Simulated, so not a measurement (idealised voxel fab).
process module | voxel wiring stack
cross-section cut | 205 nm wide | cells 5 nm
A cross-section is a grid of square cells, given in bands from the top down. A band is one or more rows of cells.
Each band's line starts with the height of the band's top and of its bottom, in nm. Then come its materials from left to right, each with its width in nm. One material with "throughout" fills the band from edge to edge. "air" is empty space.
Height 0 is the level under which the wafer as received is all one material. The lowest band goes on downwards, as in "0 down".
A width such as "30 to 40" changes by the same amount from each row of cells to the next, from the band's top row to its bottom row.
"no change" after a step means that no cell of the cross-section changed.
closed voids: empty space of 8 cells or more with no open way to the top, each as width x height at its distance from the left edge, in nm
after a step's settings: what the simulator itself notes on the step
overlay nm, on a step with a mask: how far to the right of its planned place the mask lay; to the left if negative
plan
1 op RECEIVE | material Si
2 op CONFORMAL_DEP | material SiO2 | thk nm 15
3 op DIRECTIONAL_DEP | material TiN | thk nm 5
4 op DIRECTIONAL_DEP | material W | thk nm 20
5 op DIRECTIONAL_DEP | material aC | thk nm 10
6 op PATTERN | tone cover | mask id METAL_1 | material resist | width nm 20 | pitch nm 35 | thk nm 30 | overlay nm 0
7 op DIRECTIONAL_ETCH | etch materials aC | depth nm 10
8 op STRIP | etch materials resist
9 op DIRECTIONAL_ETCH | etch materials W | depth nm 20
10 op DIRECTIONAL_ETCH | etch materials TiN | depth nm 5
11 op STRIP | etch materials aC
12 op CONFORMAL_DEP | material SiN | thk nm 5
13 op FILL_DEP | material SiO2 | thk nm 5
14 op CMP | height nm 40
15 op CONFORMAL_DEP | material SiCN | thk nm 5
16 op DIRECTIONAL_DEP | material lowk | thk nm 30
17 op MASKED_ETCH | tone open | mask id METAL_2_HOLES | width nm 15 | pitch nm 70 | etch materials lowk | depth nm 30 | overlay nm 0
18 op PATTERN | tone open | mask id METAL_2 | material resist | width nm 20 | pitch nm 35 | thk nm 20 | overlay nm 0
19 op DIRECTIONAL_ETCH | etch materials lowk | depth nm 15
20 op DIRECTIONAL_ETCH | etch materials SiCN | depth nm 5
21 op STRIP | etch materials resist
22 op CONFORMAL_DEP | material TiN | thk nm 5
23 op FILL_DEP | material Ru | thk nm 5
24 op CMP | height nm 75
25 op CONFORMAL_DEP | material SiCN | thk nm 5
26 op DIRECTIONAL_DEP | material SiO2 | thk nm 35
27 op DIRECTIONAL_DEP | material aC | thk nm 15
28 op PATTERN | tone open | mask id METAL_3 | material resist | width nm 20 | pitch nm 35 | thk nm 30 | overlay nm 0
29 op DIRECTIONAL_ETCH | etch materials aC | depth nm 15
30 op STRIP | etch materials resist
31 op DIRECTIONAL_ETCH | etch materials SiO2 | depth nm 20
32 op STRIP | etch materials aC
33 op MASKED_ETCH | tone open | mask id METAL_3_HOLES | width nm 15 | pitch nm 70 | etch materials SiO2 | depth nm 15 | overlay nm 0
34 op MASKED_ETCH | tone open | mask id METAL_3_HOLES | width nm 15 | pitch nm 70 | etch materials SiCN | depth nm 5 | overlay nm 0
35 op CONFORMAL_DEP | material TiN | thk nm 5
36 op FILL_DEP | material Ru | thk nm 5
37 op CMP | height nm 115
38 op CONFORMAL_DEP | material SiCN | thk nm 5
39 op DIRECTIONAL_DEP | material SiO2 | thk nm 35
40 op DIRECTIONAL_DEP | material aC | thk nm 10
41 op PATTERN | tone open | mask id METAL_4 | material resist | width nm 20 | pitch nm 35 | thk nm 25 | overlay nm 0
42 op DIRECTIONAL_ETCH | etch materials aC | depth nm 10
43 op STRIP | etch materials resist
44 op DIRECTIONAL_ETCH | etch materials SiO2 | depth nm 20
45 op STRIP | etch materials aC
46 op PATTERN | tone open | mask id METAL_4_HOLES | material resist | width nm 15 | pitch nm 70 | thk nm 20 | overlay nm 0
47 op DIRECTIONAL_ETCH | etch materials SiO2 | depth nm 15
48 op DIRECTIONAL_ETCH | etch materials SiCN | depth nm 5
49 op STRIP | etch materials resist
50 op CONFORMAL_DEP | material TiN | thk nm 5
51 op FILL_DEP | material Cu | thk nm 10
52 op CMP | height nm 155
53 op CONFORMAL_DEP | material SiCN | thk nm 5
as received, after step 1
  0 down: Si throughout
  closed voids: none
first wafer at the end, as planned
  160 to 155: SiCN throughout
  155 to 140: SiO2 40 | TiN 5 | Cu 10 | TiN 5 | SiO2 15 | TiN 5 | Cu 10 | TiN 5 | SiO2 15 | TiN 5 | Cu 10 | TiN 5 | SiO2 15 | TiN 5 | Cu 10 | TiN 5 | SiO2 40
  140 to 135: SiO2 40 | TiN 5 | Cu 5 | TiN 10 | SiO2 15 | TiN 20 | SiO2 15 | TiN 5 | Cu 5 | TiN 10 | SiO2 15 | TiN 20 | SiO2 40
  135 to 120: SiO2 40 | TiN 5 | Cu 5 | TiN 5 | SiO2 55 | TiN 5 | Cu 5 | TiN 5 | SiO2 80
  120 to 115: SiCN 40 | TiN 15 | SiCN 55 | TiN 15 | SiCN 80
  115 to 100: SiO2 40 | TiN 5 | Ru 10 | TiN 5 | SiO2 15 | TiN 5 | Ru 10 | TiN 5 | SiO2 15 | TiN 5 | Ru 10 | TiN 5 | SiO2 15 | TiN 5 | Ru 10 | TiN 5 | SiO2 40
  100 to 95: SiO2 40 | TiN 5 | Ru 5 | TiN 10 | SiO2 15 | TiN 20 | SiO2 15 | TiN 5 | Ru 5 | TiN 10 | SiO2 15 | TiN 20 | SiO2 40
  95 to 80: SiO2 40 | TiN 5 | Ru 5 | TiN 5 | SiO2 55 | TiN 5 | Ru 5 | TiN 5 | SiO2 80
  80 to 75: SiCN 40 | TiN 15 | SiCN 55 | TiN 15 | SiCN 80
  75 to 65: lowk 40 | TiN 5 | Ru 10 | TiN 5 | lowk 15 | TiN 5 | Ru 10 | TiN 5 | lowk 15 | TiN 5 | Ru 10 | TiN 5 | lowk 15 | TiN 5 | Ru 10 | TiN 5 | lowk 40
  65 to 60: lowk 40 | TiN 5 | Ru 5 | TiN 10 | lowk 15 | TiN 20 | lowk 15 | TiN 5 | Ru 5 | TiN 10 | lowk 15 | TiN 20 | lowk 40
  60 to 45: lowk 40 | TiN 5 | Ru 5 | TiN 5 | lowk 55 | TiN 5 | Ru 5 | TiN 5 | lowk 80
  45 to 40: SiCN 40 | TiN 15 | SiCN 55 | TiN 15 | SiCN 80
  40 to 20: SiO2 35 | SiN 5 | W 20 | SiN 5 | SiO2 5 | SiN 5 | W 20 | SiN 5 | SiO2 5 | SiN 5 | W 20 | SiN 5 | SiO2 5 | SiN 5 | W 20 | SiN 5 | SiO2 35
  20 to 15: SiN 40 | TiN 20 | SiN 15 | TiN 20 | SiN 15 | TiN 20 | SiN 15 | TiN 20 | SiN 40
  15 to 0: SiO2 throughout
  0 down: Si throughout
  closed voids: none
second wafer at the end: like start, like plan, one mistake
  160 to 155: SiCN throughout
  155 to 145: Cu throughout
  145 to 140: TiN 45 | Cu 10 | TiN 25 | Cu 10 | TiN 25 | Cu 10 | TiN 25 | Cu 10 | TiN 45
  140 to 135: SiO2 40 | TiN 20 | SiO2 15 | TiN 5 | Cu 10 | TiN 5 | SiO2 15 | TiN 20 | SiO2 15 | TiN 5 | Cu 10 | TiN 5 | SiO2 40
  135 to 120: SiO2 55 | TiN 5 | SiO2 15 | TiN 5 | Cu 10 | TiN 5 | SiO2 30 | TiN 5 | SiO2 15 | TiN 5 | Cu 10 | TiN 5 | SiO2 40
  120 to 115: SiCN 55 | TiN 5 | SiCN 15 | TiN 20 | SiCN 30 | TiN 5 | SiCN 15 | TiN 20 | SiCN 40
  115 to 100: SiO2 40 | TiN 5 | Ru 10 | TiN 5 | SiO2 15 | TiN 5 | Ru 10 | TiN 5 | SiO2 15 | TiN 5 | Ru 10 | TiN 5 | SiO2 15 | TiN 5 | Ru 10 | TiN 5 | SiO2 40
  100 to 95: SiO2 40 | TiN 5 | Ru 5 | TiN 10 | SiO2 15 | TiN 20 | SiO2 15 | TiN 5 | Ru 5 | TiN 10 | SiO2 15 | TiN 20 | SiO2 40
  95 to 80: SiO2 40 | TiN 5 | Ru 5 | TiN 5 | SiO2 55 | TiN 5 | Ru 5 | TiN 5 | SiO2 80
  80 to 75: SiCN 40 | TiN 15 | SiCN 55 | TiN 15 | SiCN 80
  75 to 65: lowk 40 | TiN 5 | Ru 10 | TiN 5 | lowk 15 | TiN 5 | Ru 10 | TiN 5 | lowk 15 | TiN 5 | Ru 10 | TiN 5 | lowk 15 | TiN 5 | Ru 10 | TiN 5 | lowk 40
  65 to 60: lowk 40 | TiN 5 | Ru 5 | TiN 10 | lowk 15 | TiN 20 | lowk 15 | TiN 5 | Ru 5 | TiN 10 | lowk 15 | TiN 20 | lowk 40
  60 to 45: lowk 40 | TiN 5 | Ru 5 | TiN 5 | lowk 55 | TiN 5 | Ru 5 | TiN 5 | lowk 80
  45 to 40: SiCN 40 | TiN 15 | SiCN 55 | TiN 15 | SiCN 80
  40 to 20: SiO2 35 | SiN 5 | W 20 | SiN 5 | SiO2 5 | SiN 5 | W 20 | SiN 5 | SiO2 5 | SiN 5 | W 20 | SiN 5 | SiO2 5 | SiN 5 | W 20 | SiN 5 | SiO2 35
  20 to 15: SiN 40 | TiN 20 | SiN 15 | TiN 20 | SiN 15 | TiN 20 | SiN 15 | TiN 20 | SiN 40
  15 to 0: SiO2 throughout
  0 down: Si throughout
  closed voids: none
what went wrong: step 46 ran as: op PATTERN | tone cover | mask id METAL_4_HOLES | material resist | width nm 15 | pitch nm 70 | thk nm 20 | overlay nm 0
at the end the second wafer has, in cells: 74 more of Cu | 4 fewer of SiCN | 87 fewer of SiO2 | 17 more of TiN
